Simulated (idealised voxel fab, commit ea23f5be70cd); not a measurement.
Presented below is a process module, voxel fin reveal.
In the cross-section labelled cut, the width is 205 nm and each square cell is 5 nm.
Cross-section = grid of square cells, listed top down in bands; band = one or more rows. Each band's line starts with the height of the band's top and of its bottom, in nm. Then come its materials from left to right, each with its width in nm. One material with "full width" fills the band from edge to edge. "blank" is empty space. Heads up on the height convention: 0 is the point under which the incoming wafer is all one material, and the lowest band has no bottom, it just keeps going down, like "z 0 and below". Top row gets the first number, bottom row gets the second, and each row in between changes by the same step: that is how a band width like "30..40" works. The designation "nothing changed", where it is given for a processing step, indicates that no cell of the cross-section was altered in the course of that step. Heads up: "Internal closed voids" only lists the empty pockets with no open path to the top that are 8 cells or more, and it writes them as width x height at distance, distance from the left edge, in nm. Text after the settings on a step's line: the simulator's own remark on that step. Steps that use a mask can have "overlay nm" on their line. It says how far the mask sat to the right of where it was meant to be. Negative means to the left.
### The steps planned for the process are as follows
1) op RECEIVE | material Si
2) op CONFORMAL_DEP | material SiN | thk nm 5
3) op DIRECTIONAL_DEP | material aC | thk nm 15
4) op PATTERN | tone cover | mask id FINS | material resist | width nm 15 | pitch nm 40 | thk nm 30 | overlay nm 0
5) op DIRECTIONAL_ETCH | etch materials aC | depth nm 15
6) op STRIP | etch materials resist
7) op DIRECTIONAL_ETCH | etch materials SiN | depth nm 5
8) op DIRECTIONAL_ETCH | etch materials Si | depth nm 40
9) op STRIP | etch materials aC
10) op OXIDIZE | depth nm 5
11) op FILL_DEP | material SiO2 | thk nm 15
12) op CMP | height nm 5
13) op SELECTIVE_ETCH | etch materials SiO2 | depth nm 30
14) op STRIP | etch materials SiN
15) op CONFORMAL_DEP | material HfO2 | thk nm 5
The plan's step 4 width nm is the first wafer's value; the wafers differ in this setting and start identical.
### Cross-sectional view of the first of several wafers in the as-received condition, corresponding to the state following step 1
z 0 and below: Si full width
Internal closed voids: none
### each wafer at the end: cells of each material gained (+) or lost (-) since it was received, then its closed voids
width nm 15; +71 HfO2; -342 Si; +152 SiO2; Internal closed voids: none
width nm 20; +71 HfO2; -315 Si; +140 SiO2; Internal closed voids: none
width nm 25; +71 HfO2; -288 Si; +128 SiO2; Internal closed voids: none
